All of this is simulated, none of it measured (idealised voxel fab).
process module | voxel transistor to metal
cross-section cut | 170 nm wide | cells 5 nm
A cross-section is a grid of square cells, given in bands from the top down. A band is one or more rows of cells.
Each band's line starts with the height of the band's top and of its bottom, in nm. Then come its materials from left to right, each with its width in nm. One material with "throughout" fills the band from edge to edge. "air" is empty space.
Height 0 is the level under which the wafer as received is all one material. The lowest band goes on downwards, as in "0 down".
A width such as "30 to 40" changes by the same amount from each row of cells to the next, from the band's top row to its bottom row.
"no change" after a step means that no cell of the cross-section changed.
closed voids: empty space of 8 cells or more with no open way to the top, each as width x height at its distance from the left edge, in nm
after a step's settings: what the simulator itself notes on the step
overlay nm, on a step with a mask: how far to the right of its planned place the mask lay; to the left if negative
plan
1 op RECEIVE | material Si
2 op OXIDIZE | depth nm 5
3 op CONFORMAL_DEP | material SiN | thk nm 10
4 op PATTERN | tone cover | mask id ACTIVE | material resist | width nm 95 | thk nm 20 | overlay nm 0
5 op DIRECTIONAL_ETCH | etch materials SiN | depth nm 10
6 op DIRECTIONAL_ETCH | etch materials SiO2 | depth nm 5
7 op DIRECTIONAL_ETCH | etch materials Si | depth nm 35
8 op STRIP | etch materials resist
9 op OXIDIZE | depth nm 5
10 op FILL_DEP | material SiO2 | thk nm 15
11 op CMP | height nm 10
12 op SELECTIVE_ETCH | etch materials SiO2 | depth nm 10
13 op STRIP | etch materials SiN
14 op SELECTIVE_ETCH | etch materials SiO2 | depth nm 5
15 op OXIDIZE | depth nm 5
16 op DIRECTIONAL_DEP | material polySi | thk nm 25
17 op DIRECTIONAL_DEP | material SiCN | thk nm 10
18 op MASKED_ETCH | tone cover | mask id GATE | width nm 25 | etch materials SiCN | depth nm 20 | overlay nm 0
19 op MASKED_ETCH | tone cover | mask id GATE | width nm 25 | etch materials polySi | depth nm 35 | overlay nm 0
20 op CONFORMAL_DEP | material SiO2 | thk nm 5
21 op DIRECTIONAL_ETCH | etch materials SiO2 | depth nm 5
22 op CONFORMAL_DEP | material SiN | thk nm 10
23 op DIRECTIONAL_ETCH | etch materials SiN | depth nm 10
24 op DIRECTIONAL_ETCH | etch materials SiO2 | depth nm 5
25 op EPI | material pSi | thk nm 5
26 op FILL_DEP | material SiO2 | thk nm 10
27 op CMP | height nm 20
28 op STRIP | etch materials polySi
29 op SELECTIVE_ETCH | etch materials SiO2 | depth nm 5
30 op CONFORMAL_DEP | material HfO2 | thk nm 5
31 op CONFORMAL_DEP | material TiN | thk nm 5
32 op FILL_DEP | material W | thk nm 10
33 op CMP | height nm 15
34 op DIRECTIONAL_DEP | material SiO2 | thk nm 15
35 op MASKED_ETCH | tone open | mask id CONTACT | width nm 15 | pitch nm 70 | etch materials SiO2 | depth nm 35 | overlay nm 0
36 op CONFORMAL_DEP | material TiN | thk nm 5
37 op FILL_DEP | material W | thk nm 10
38 op CMP | height nm 30
39 op CONFORMAL_DEP | material SiN | thk nm 5
40 op DIRECTIONAL_DEP | material lowk | thk nm 20
41 op MASKED_ETCH | tone open | mask id METAL_1 | width nm 15 | pitch nm 70 | etch materials lowk | depth nm 20 | overlay nm 0
42 op MASKED_ETCH | tone open | mask id METAL_1 | width nm 15 | pitch nm 70 | etch materials SiN | depth nm 5 | overlay nm 0
43 op CONFORMAL_DEP | material TiN | thk nm 5
44 op FILL_DEP | material W | thk nm 5
45 op CMP | height nm 55
46 op EPI | material Ru | thk nm 5
47 op FILL_DEP | material SiCN | thk nm 5
as received, after step 1
  0 down: Si throughout
  closed voids: none
first wafer at the end, as planned
  65 to 60: SiCN throughout
  60 to 55: SiCN 35 | Ru 25 | SiCN 45 | Ru 25 | SiCN 40
  55 to 35: lowk 40 | TiN 5 | W 5 | TiN 5 | lowk 55 | TiN 5 | W 5 | TiN 5 | lowk 45
  35 to 30: SiN 40 | TiN 15 | SiN 55 | TiN 15 | SiN 45
  30 to 15: SiO2 40 | TiN 5 | W 5 | TiN 5 | SiO2 55 | TiN 5 | W 5 | TiN 5 | SiO2 45
  15 to 0: SiO2 40 | TiN 5 | W 5 | TiN 5 | SiN 10 | HfO2 5 | TiN 5 | W 15 | TiN 5 | HfO2 5 | SiN 10 | TiN 5 | W 5 | TiN 5 | SiO2 45
  0 to -5: SiO2 40 | TiN 15 | SiN 10 | HfO2 5 | TiN 25 | HfO2 5 | SiN 10 | TiN 15 | SiO2 45
  -5 to -10: SiO2 35 | pSi 20 | SiO2 10 | HfO2 35 | SiO2 10 | pSi 20 | SiO2 40
  -10 to -45: SiO2 40 | Si 85 | SiO2 45
  -45 down: Si throughout
  closed voids: none
second wafer at the end: like start, like plan, one mistake
  65 to 60: SiCN throughout
  60 to 55: SiCN 35 | Ru 25 | SiCN 45 | Ru 25 | SiCN 40
  55 to 35: lowk 40 | TiN 5 | W 5 | TiN 5 | lowk 55 | TiN 5 | W 5 | TiN 5 | lowk 45
  35 to 30: SiN 40 | TiN 15 | SiN 55 | TiN 15 | SiN 45
  30 to 15: SiO2 40 | TiN 5 | W 5 | TiN 5 | SiO2 55 | TiN 5 | W 5 | TiN 5 | SiO2 45
  15 to 0: SiO2 40 | TiN 5 | W 5 | TiN 5 | SiO2 5 | SiN 5 | HfO2 5 | TiN 5 | W 15 | TiN 5 | HfO2 5 | SiN 5 | SiO2 5 | TiN 5 | W 5 | TiN 5 | SiO2 45
  0 to -5: SiO2 40 | TiN 15 | SiO2 5 | SiN 5 | HfO2 5 | TiN 25 | HfO2 5 | SiN 5 | SiO2 5 | TiN 15 | SiO2 45
  -5 to -10: SiO2 35 | pSi 25 | SiO2 5 | HfO2 35 | SiO2 5 | pSi 25 | SiO2 40
  -10 to -45: SiO2 40 | Si 85 | SiO2 45
  -45 down: Si throughout
  closed voids: none
what went wrong: step 22 ran as: op CONFORMAL_DEP | material SiN | thk nm 5
at the end the second wafer has, in cells: 8 fewer of SiN | 6 more of SiO2 | 2 more of pSi
